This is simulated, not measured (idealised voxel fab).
The document below concerns the process module designated voxel capacitor over wiring.
In the cross-section labelled cut, the width is 175 nm and each square cell is 5 nm.
Cross-section spec: square-cell grid; bands listed top down; each band is one or more rows.
Heights first: top, then bottom, in nm. Then materials, left to right, each with a width in nm. "throughout" on a single material: fills the band edge to edge. "empty": empty space.
Heights are measured from 0, the level below which the as-received wafer is all one material; the lowest band has no bottom and continues downward, written as in "0 down".
Think of "30->40" as a width that walks from the first number to the second as you go down the band, top row to bottom row, taking equal-sized steps from row to row.
"nothing got changed" after a step means that no cell of the cross-section changed.
You'll see "Closed cavity list" listing empty spaces that have no way open to the top, as long as they're 8 cells or more; the notation is width x height at distance, where the distance is from the left edge, and all of it is in nm.
Heads up: the bit after the settings on a step's line is the simulator's remark on that step.
overlay nm: mask offset rightward from planned place, masked step; negative means leftward offset.
Here's what the planned process steps look like
1 RECEIVE (material Si)
2 CONFORMAL_DEP (material SiO2; thk nm 15)
3 DIRECTIONAL_DEP (material TiN; thk nm 5)
4 DIRECTIONAL_DEP (material Ru; thk nm 20)
5 DIRECTIONAL_DEP (material aC; thk nm 15)
6 PATTERN (tone cover; mask id METAL_1; material resist; width nm 30; pitch nm 80; thk nm 35; overlay nm 0)
7 DIRECTIONAL_ETCH (etch materials aC; depth nm 15)
8 STRIP (etch materials resist)
9 DIRECTIONAL_ETCH (etch materials Ru; depth nm 20)
10 DIRECTIONAL_ETCH (etch materials TiN; depth nm 5)
11 STRIP (etch materials aC)
12 FILL_DEP (material lowk; thk nm 5)
13 CMP (height nm 40)
14 CONFORMAL_DEP (material SiCN; thk nm 5)
15 DIRECTIONAL_DEP (material lowk; thk nm 20)
16 DIRECTIONAL_DEP (material aC; thk nm 10)
17 PATTERN (tone open; mask id PLUG_1; material resist; width nm 15; thk nm 25; overlay nm 0)
18 DIRECTIONAL_ETCH (etch materials aC; depth nm 10)
19 STRIP (etch materials resist)
20 DIRECTIONAL_ETCH (etch materials lowk; depth nm 20)
21 DIRECTIONAL_ETCH (etch materials SiCN; depth nm 5)
22 STRIP (etch materials aC)
23 CONFORMAL_DEP (material TiN; thk nm 5)
24 FILL_DEP (material Ru; thk nm 5)
25 CMP (height nm 65)
26 DIRECTIONAL_DEP (material TiN; thk nm 10)
27 DIRECTIONAL_DEP (material SiN; thk nm 5)
28 DIRECTIONAL_DEP (material TiN; thk nm 10)
29 DIRECTIONAL_DEP (material aC; thk nm 15)
30 PATTERN (tone cover; mask id UPPER_PLATE; material resist; width nm 55; thk nm 30; overlay nm 0)
31 DIRECTIONAL_ETCH (etch materials aC; depth nm 15)
32 STRIP (etch materials resist)
33 DIRECTIONAL_ETCH (etch materials TiN; depth nm 10)
34 DIRECTIONAL_ETCH (etch materials SiN; depth nm 5)
35 STRIP (etch materials aC)
36 DIRECTIONAL_DEP (material aC; thk nm 10)
37 PATTERN (tone cover; mask id LOWER_PLATE; material resist; width nm 65; thk nm 30; overlay nm 0)
38 DIRECTIONAL_ETCH (etch materials aC; depth nm 10)
39 STRIP (etch materials resist)
40 DIRECTIONAL_ETCH (etch materials TiN; depth nm 10)
41 STRIP (etch materials aC)
42 FILL_DEP (material SiO2; thk nm 20)
43 CMP (height nm 105)
44 MASKED_ETCH (tone open; mask id PLUG_2; width nm 15; etch materials SiO2; depth nm 15; overlay nm 0)
45 CONFORMAL_DEP (material TiN; thk nm 5)
46 FILL_DEP (material Ru; thk nm 5)
47 CMP (height nm 105)
48 CONFORMAL_DEP (material SiCN; thk nm 5)
Cross-section of the wafer at receipt, which is the condition after step 1
- 0 down  Si throughout
- Closed cavity list: none
As-planned run: cross-section of the first of two wafers at end of module
- 110 to 105  SiCN throughout
- 105 to 95  55 nm SiO2, 5 nm TiN, 5 nm Ru, 5 nm TiN, 105 nm SiO2
- 95 to 90  55 nm SiO2, 15 nm TiN, 105 nm SiO2
- 90 to 80  45 nm SiO2, 55 nm TiN, 75 nm SiO2
- 80 to 75  45 nm SiO2, 55 nm SiN, 75 nm SiO2
- 75 to 65  40 nm SiO2, 65 nm TiN, 70 nm SiO2
- 65 to 45  45 nm lowk, 5 nm TiN, 5 nm Ru, 5 nm TiN, 115 nm lowk
- 45 to 40  45 nm SiCN, 15 nm TiN, 115 nm SiCN
- 40 to 20  30 nm lowk, 30 nm Ru, 50 nm lowk, 30 nm Ru, 35 nm lowk
- 20 to 15  30 nm lowk, 30 nm TiN, 50 nm lowk, 30 nm TiN, 35 nm lowk
- 15 to 0  SiO2 throughout
- 0 down  Si throughout
- Closed cavity list: none
Second of two wafers, module complete, sectioned: it shares the first wafer's start and plan but was run with one mistake
- 110 to 105  SiCN throughout
- 105 to 95  55 nm SiO2, 5 nm TiN, 5 nm Ru, 5 nm TiN, 105 nm SiO2
- 95 to 90  55 nm SiO2, 15 nm TiN, 105 nm SiO2
- 90 to 85  45 nm SiO2, 55 nm SiN, 75 nm SiO2
- 85 to 75  40 nm SiO2, 65 nm TiN, 70 nm SiO2
- 75 to 65  TiN throughout
- 65 to 45  45 nm lowk, 5 nm TiN, 5 nm Ru, 5 nm TiN, 115 nm lowk
- 45 to 40  45 nm SiCN, 15 nm TiN, 115 nm SiCN
- 40 to 20  30 nm lowk, 30 nm Ru, 50 nm lowk, 30 nm Ru, 35 nm lowk
- 20 to 15  30 nm lowk, 30 nm TiN, 50 nm lowk, 30 nm TiN, 35 nm lowk
- 15 to 0  SiO2 throughout
- 0 down  Si throughout
- Closed cavity list: none
Against the plan, the run slipped here: swap of plan steps 27 and 28 during execution
Looking at both finished wafers in cells, the second ends up ahead of or behind the first on some materials: SiO2: 48 fewer | TiN: 48 more
